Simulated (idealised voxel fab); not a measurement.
Documented hereafter: the process module known as voxel capacitor over wiring.
Xsec cut, 270 nm wide, square cell size 5 nm.
Cross-section, as written here: a square-cell grid given band by band from the top down, where a band holds one or more rows of cells. Heads up on the band format: heights come first, top then bottom, in nm. After that it's the materials left to right, each with its width in nm. A single material flagged "full width" fills the whole band edge to edge, and "air" means there's empty space there. Height datum 0, below which the as-received substrate wafer is one material. Lowest band open at the bottom, running downward: "0 down". It should be noted that a width expressed as "30->40" varies in equal increments from row to row of cells within the band, taking the value of the first number at the top row and that of the second number at the bottom row. Take "no change" at face value: in the step it is given for, the cross-section changed in none of its cells. The label "Fully sealed cavities" introduces a list of the empty spaces, 8 cells or larger, that have no open way up to the top; each entry in it reads width x height at distance, where the distance is taken from the left edge and all three are stated in nm. The remark found on a step's line after its settings is issued by the simulator itself and pertains to that step. overlay nm: mask right of planned place by this much (step with mask). Neg. = left.

This section lists the process steps that were planned:
- 1: RECEIVE, material Si
- 2: CONFORMAL_DEP, material SiO2, thk nm 10
- 3: CONFORMAL_DEP, material SiN, thk nm 5
- 4: DIRECTIONAL_DEP, material SiO2, thk nm 20
- 5: MASKED_ETCH, tone open, mask id METAL_1, width nm 20, pitch nm 85, etch materials SiO2, depth nm 20, overlay nm 0
- 6: MASKED_ETCH, tone open, mask id METAL_1, width nm 20, pitch nm 85, etch materials SiN, depth nm 5, overlay nm 0
- 7: CONFORMAL_DEP, material TiN, thk nm 5
- 8: FILL_DEP, material Cu, thk nm 10
- 9: CMP, height nm 35
- 10: CONFORMAL_DEP, material SiCN, thk nm 5
- 11: DIRECTIONAL_DEP, material lowk, thk nm 20
- 12: DIRECTIONAL_DEP, material aC, thk nm 15
- 13: PATTERN, tone open, mask id PLUG_1, material resist, width nm 15, thk nm 35, overlay nm 0
- 14: DIRECTIONAL_ETCH, etch materials aC, depth nm 15
- 15: STRIP, etch materials resist
- 16: DIRECTIONAL_ETCH, etch materials lowk, depth nm 20
- 17: DIRECTIONAL_ETCH, etch materials SiCN, depth nm 5
- 18: STRIP, etch materials aC
- 19: CONFORMAL_DEP, material TiN, thk nm 5
- 20: FILL_DEP, material Ru, thk nm 5
- 21: CMP, height nm 60
- 22: DIRECTIONAL_DEP, material TiN, thk nm 10
- 23: DIRECTIONAL_DEP, material HfO2, thk nm 5
- 24: DIRECTIONAL_DEP, material TiN, thk nm 5
- 25: DIRECTIONAL_DEP, material aC, thk nm 10
- 26: PATTERN, tone cover, mask id UPPER_PLATE, material resist, width nm 70, thk nm 25, overlay nm 0
- 27: DIRECTIONAL_ETCH, etch materials aC, depth nm 10
- 28: STRIP, etch materials resist
- 29: DIRECTIONAL_ETCH, etch materials TiN, depth nm 5
- 30: DIRECTIONAL_ETCH, etch materials HfO2, depth nm 5
- 31: STRIP, etch materials aC
- 32: DIRECTIONAL_DEP, material aC, thk nm 15
- 33: PATTERN, tone cover, mask id LOWER_PLATE, material resist, width nm 80, thk nm 30, overlay nm 0
- 34: DIRECTIONAL_ETCH, etch materials aC, depth nm 15
- 35: STRIP, etch materials resist
- 36: DIRECTIONAL_ETCH, etch materials TiN, depth nm 10
- 37: STRIP, etch materials aC
- 38: FILL_DEP, material SiO2, thk nm 20
- 39: CMP, height nm 95
- 40: PATTERN, tone open, mask id PLUG_2, material resist, width nm 15, thk nm 15, overlay nm 0
- 41: DIRECTIONAL_ETCH, etch materials SiO2, depth nm 15
- 42: STRIP, etch materials resist
- 43: CONFORMAL_DEP, material TiN, thk nm 5
- 44: FILL_DEP, material Cu, thk nm 10
- 45: CMP, height nm 95
- 46: CONFORMAL_DEP, material SiCN, thk nm 5

first wafer, as planned:

Wafer cross-section on receipt, i.e. after step 1:
* 0 down  Si full width
* Fully sealed cavities: none

Presented here is a cross-section of the wafer after step 2 has been performed:
* 10 to 0  SiO2 full width
* At heights below 0, the structure remains unaltered.

Presented here is a cross-section of the wafer after step 3 has been performed:
* 15 to 10  SiN full width
* At heights below 10, the structure remains unaltered.

Presented here is a cross-section of the wafer after step 4 has been performed:
* 35 to 15  SiO2 full width
* At heights below 15, the structure remains unaltered.

Presented here is a cross-section of the wafer after step 5 has been performed:
* 35 to 15  80 SiO2, 20 air, 65 SiO2, 20 air, 85 SiO2
* At heights below 15, the structure remains unaltered.

Presented here is a cross-section of the wafer after step 6 has been performed:
* 35 to 15  80 SiO2, 20 air, 65 SiO2, 20 air, 85 SiO2
* 15 to 10  80 SiN, 20 air, 65 SiN, 20 air, 85 SiN
* At heights below 10, the structure remains unaltered.

Presented here is a cross-section of the wafer after step 7 has been performed:
* 40 to 35  85 TiN, 10 air, 75 TiN, 10 air, 90 TiN
* 35 to 15  80 SiO2, 5 TiN, 10 air, 5 TiN, 65 SiO2, 5 TiN, 10 air, 5 TiN, 85 SiO2
* 15 to 10  80 SiN, 20 TiN, 65 SiN, 20 TiN, 85 SiN
* At heights below 10, the structure remains unaltered.

Presented here is a cross-section of the wafer after step 8 has been performed:
* 50 to 40  Cu full width
* 40 to 35  85 TiN, 10 Cu, 75 TiN, 10 Cu, 90 TiN
* 35 to 15  80 SiO2, 5 TiN, 10 Cu, 5 TiN, 65 SiO2, 5 TiN, 10 Cu, 5 TiN, 85 SiO2
* At heights below 15, the structure remains unaltered.

Presented here is a cross-section of the wafer after step 9 has been performed:
* 35 to 15  80 SiO2, 5 TiN, 10 Cu, 5 TiN, 65 SiO2, 5 TiN, 10 Cu, 5 TiN, 85 SiO2
* At heights below 15, the structure remains unaltered.

Presented here is a cross-section of the wafer after step 10 has been performed:
* 40 to 35  SiCN full width
* At heights below 35, the structure remains unaltered.

Presented here is a cross-section of the wafer after step 11 has been performed:
* 60 to 40  lowk full width
* At heights below 40, the structure remains unaltered.

Presented here is a cross-section of the wafer after step 12 has been performed:
* 75 to 60  aC full width
* At heights below 60, the structure remains unaltered.

Presented here is a cross-section of the wafer after step 13 has been performed:
* 110 to 75  85 resist, 15 air, 170 resist
* At heights below 75, the structure remains unaltered.

Presented here is a cross-section of the wafer after step 14 has been performed:
* 95 to 75  85 resist, 15 air, 170 resist
* 75 to 60  85 aC, 15 air, 170 aC
* At heights below 60, the structure remains unaltered.

Presented here is a cross-section of the wafer after step 15 has been performed:
* 75 to 60  85 aC, 15 air, 170 aC
* At heights below 60, the structure remains unaltered.

Presented here is a cross-section of the wafer after step 16 has been performed:
* 75 to 60  85 aC, 15 air, 170 aC
* 60 to 40  85 lowk, 15 air, 170 lowk
* At heights below 40, the structure remains unaltered.

Presented here is a cross-section of the wafer after step 17 has been performed:
* 75 to 60  85 aC, 15 air, 170 aC
* 60 to 40  85 lowk, 15 air, 170 lowk
* 40 to 35  85 SiCN, 15 air, 170 SiCN
* At heights below 35, the structure remains unaltered.

Presented here is a cross-section of the wafer after step 18 has been performed:
* 60 to 40  85 lowk, 15 air, 170 lowk
* At heights below 40, the structure remains unaltered.

Presented here is a cross-section of the wafer after step 19 has been performed:
* 65 to 60  90 TiN, 5 air, 175 TiN
* 60 to 40  85 lowk, 5 TiN, 5 air, 5 TiN, 170 lowk
* 40 to 35  85 SiCN, 15 TiN, 170 SiCN
* At heights below 35, the structure remains unaltered.

Presented here is a cross-section of the wafer after step 20 has been performed:
* 70 to 65  Ru full width
* 65 to 60  90 TiN, 5 Ru, 175 TiN
* 60 to 40  85 lowk, 5 TiN, 5 Ru, 5 TiN, 170 lowk
* At heights below 40, the structure remains unaltered.

Presented here is a cross-section of the wafer after step 21 has been performed:
* 60 to 40  85 lowk, 5 TiN, 5 Ru, 5 TiN, 170 lowk
* At heights below 40, the structure remains unaltered.

Presented here is a cross-section of the wafer after step 22 has been performed:
* 70 to 60  TiN full width
* At heights below 60, the structure remains unaltered.

Presented here is a cross-section of the wafer after step 23 has been performed:
* 75 to 70  HfO2 full width
* At heights below 70, the structure remains unaltered.

Presented here is a cross-section of the wafer after step 24 has been performed:
* 80 to 75  TiN full width
* At heights below 75, the structure remains unaltered.

Presented here is a cross-section of the wafer after step 25 has been performed:
* 90 to 80  aC full width
* At heights below 80, the structure remains unaltered.

Presented here is a cross-section of the wafer after step 26 has been performed:
* 115 to 90  85 air, 70 resist, 115 air
* At heights below 90, the structure remains unaltered.

Presented here is a cross-section of the wafer after step 27 has been performed:
* 105 to 90  85 air, 70 resist, 115 air
* 90 to 80  85 air, 70 aC, 115 air
* At heights below 80, the structure remains unaltered.

Presented here is a cross-section of the wafer after step 28 has been performed:
* 90 to 80  85 air, 70 aC, 115 air
* At heights below 80, the structure remains unaltered.

Presented here is a cross-section of the wafer after step 29 has been performed:
* 90 to 80  85 air, 70 aC, 115 air
* 80 to 75  85 air, 70 TiN, 115 air
* At heights below 75, the structure remains unaltered.

Presented here is a cross-section of the wafer after step 30 has been performed:
* 90 to 80  85 air, 70 aC, 115 air
* 80 to 75  85 air, 70 TiN, 115 air
* 75 to 70  85 air, 70 HfO2, 115 air
* At heights below 70, the structure remains unaltered.

Presented here is a cross-section of the wafer after step 31 has been performed:
* 80 to 75  85 air, 70 TiN, 115 air
* At heights below 75, the structure remains unaltered.

Presented here is a cross-section of the wafer after step 32 has been performed:
* 95 to 85  85 air, 70 aC, 115 air
* 85 to 80  aC full width
* 80 to 75  85 aC, 70 TiN, 115 aC
* 75 to 70  85 aC, 70 HfO2, 115 aC
* At heights below 70, the structure remains unaltered.

Presented here is a cross-section of the wafer after step 33 has been performed:
* 125 to 95  80 air, 80 resist, 110 air
* 95 to 85  80 air, 5 resist, 70 aC, 5 resist, 110 air
* At heights below 85, the structure remains unaltered.

Presented here is a cross-section of the wafer after step 34 has been performed:
* 110 to 95  80 air, 80 resist, 110 air
* 95 to 85  80 air, 5 resist, 70 aC, 5 resist, 110 air
* 85 to 80  80 air, 80 aC, 110 air
* 80 to 75  80 air, 5 aC, 70 TiN, 5 aC, 110 air
* 75 to 70  80 air, 5 aC, 70 HfO2, 5 aC, 110 air
* At heights below 70, the structure remains unaltered.

Presented here is a cross-section of the wafer after step 35 has been performed:
* 95 to 85  85 air, 70 aC, 115 air
* At heights below 85, the structure remains unaltered.

Presented here is a cross-section of the wafer after step 36 has been performed:
* 95 to 85  85 air, 70 aC, 115 air
* 85 to 80  80 air, 80 aC, 110 air
* 80 to 75  80 air, 5 aC, 70 TiN, 5 aC, 110 air
* 75 to 70  80 air, 5 aC, 70 HfO2, 5 aC, 110 air
* 70 to 60  80 air, 80 TiN, 110 air
* At heights below 60, the structure remains unaltered.

Presented here is a cross-section of the wafer after step 37 has been performed:
* 80 to 75  85 air, 70 TiN, 115 air
* 75 to 70  85 air, 70 HfO2, 115 air
* At heights below 70, the structure remains unaltered.

Presented here is a cross-section of the wafer after step 38 has been performed:
* 100 to 80  SiO2 full width
* 80 to 75  85 SiO2, 70 TiN, 115 SiO2
* 75 to 70  85 SiO2, 70 HfO2, 115 SiO2
* 70 to 60  80 SiO2, 80 TiN, 110 SiO2
* At heights below 60, the structure remains unaltered.

Presented here is a cross-section of the wafer after step 39 has been performed:
* 95 to 80  SiO2 full width
* At heights below 80, the structure remains unaltered.

Presented here is a cross-section of the wafer after step 40 has been performed:
* 110 to 95  95 resist, 15 air, 160 resist
* At heights below 95, the structure remains unaltered.

Presented here is a cross-section of the wafer after step 41 has been performed:
* 110 to 95  95 resist, 15 air, 160 resist
* 95 to 80  95 SiO2, 15 air, 160 SiO2
* At heights below 80, the structure remains unaltered.

Presented here is a cross-section of the wafer after step 42 has been performed:
* 95 to 80  95 SiO2, 15 air, 160 SiO2
* At heights below 80, the structure remains unaltered.

Presented here is a cross-section of the wafer after step 43 has been performed:
* 100 to 95  100 TiN, 5 air, 165 TiN
* 95 to 85  95 SiO2, 5 TiN, 5 air, 5 TiN, 160 SiO2
* 85 to 75  95->85 SiO2, 15->70 TiN, 160->115 SiO2
* At heights below 75, the structure remains unaltered.

Presented here is a cross-section of the wafer after step 44 has been performed:
* 110 to 100  Cu full width
* 100 to 95  100 TiN, 5 Cu, 165 TiN
* 95 to 85  95 SiO2, 5 TiN, 5 Cu, 5 TiN, 160 SiO2
* At heights below 85, the structure remains unaltered.

Presented here is a cross-section of the wafer after step 45 has been performed:
* 95 to 85  95 SiO2, 5 TiN, 5 Cu, 5 TiN, 160 SiO2
* At heights below 85, the structure remains unaltered.

Presented here is a cross-section of the wafer after step 46 has been performed:
* 100 to 95  SiCN full width
* At heights below 95, the structure remains unaltered.

The second wafer began exactly as the first did and followed the same plan, but one mistake was made while running it; through step 32 inclusive, the two wafers are identical:

Second wafer at the planned finish of step 33, seen in cross-section:
* 125 to 95  80 resist, 80 air, 110 resist
* 95 to 85  80 resist, 5 air, 70 aC, 5 air, 110 resist
* At heights below 85, the structure remains unaltered.

Second wafer at the planned finish of step 34, seen in cross-section:
* 110 to 85  80 resist, 80 air, 110 resist
* 85 to 80  80 aC, 80 air, 110 aC
* 80 to 75  80 aC, 5 air, 70 TiN, 5 air, 110 aC
* 75 to 70  80 aC, 5 air, 70 HfO2, 5 air, 110 aC
* At heights below 70, the structure remains unaltered.

Second wafer at the planned finish of step 35, seen in cross-section:
* 85 to 80  80 aC, 80 air, 110 aC
* At heights below 80, the structure remains unaltered.

Second wafer at the planned finish of step 36, seen in cross-section:
* 85 to 75  80 aC, 80 air, 110 aC
* 75 to 70  80 aC, 5 air, 70 HfO2, 5 air, 110 aC
* 70 to 60  80 TiN, 5 air, 70 TiN, 5 air, 110 TiN
* At heights below 60, the structure remains unaltered.

Second wafer at the planned finish of step 37, seen in cross-section:
* 75 to 70  85 air, 70 HfO2, 115 air
* At heights below 70, the structure remains unaltered.

Second wafer at the planned finish of step 38, seen in cross-section:
* 95 to 75  SiO2 full width
* 75 to 70  85 SiO2, 70 HfO2, 115 SiO2
* 70 to 60  80 TiN, 5 SiO2, 70 TiN, 5 SiO2, 110 TiN
* At heights below 60, the structure remains unaltered.

Second wafer at the planned finish of step 39, seen in cross-section: no change

Second wafer at the planned finish of step 40, seen in cross-section:
* 110 to 95  95 resist, 15 air, 160 resist
* At heights below 95, the structure remains unaltered.

Second wafer at the planned finish of step 41, seen in cross-section:
* 110 to 95  95 resist, 15 air, 160 resist
* 95 to 80  95 SiO2, 15 air, 160 SiO2
* At heights below 80, the structure remains unaltered.

Second wafer at the planned finish of step 42, seen in cross-section:
* 95 to 80  95 SiO2, 15 air, 160 SiO2
* At heights below 80, the structure remains unaltered.

Second wafer at the planned finish of step 43, seen in cross-section:
* 100 to 95  100 TiN, 5 air, 165 TiN
* 95 to 85  95 SiO2, 5 TiN, 5 air, 5 TiN, 160 SiO2
* 85 to 80  95 SiO2, 15 TiN, 160 SiO2
* At heights below 80, the structure remains unaltered.

Second wafer at the planned finish of step 44, seen in cross-section:
* 110 to 100  Cu full width
* 100 to 95  100 TiN, 5 Cu, 165 TiN
* 95 to 85  95 SiO2, 5 TiN, 5 Cu, 5 TiN, 160 SiO2
* At heights below 85, the structure remains unaltered.

Second wafer at the planned finish of step 45, seen in cross-section:
* 95 to 85  95 SiO2, 5 TiN, 5 Cu, 5 TiN, 160 SiO2
* At heights below 85, the structure remains unaltered.

Second wafer at the planned finish of step 46, seen in cross-section:
* 100 to 95  SiCN full width
* At heights below 95, the structure remains unaltered.
The plan and the run diverged here: step 33 did not happen as planned, as run it was PATTERN, tone open, mask id LOWER_PLATE, material resist, width nm 80, thk nm 30, overlay nm 0
End check, counted in cells, second wafer has more or fewer of these materials than the first: 58 fewer of SiO2 | 58 more of TiN
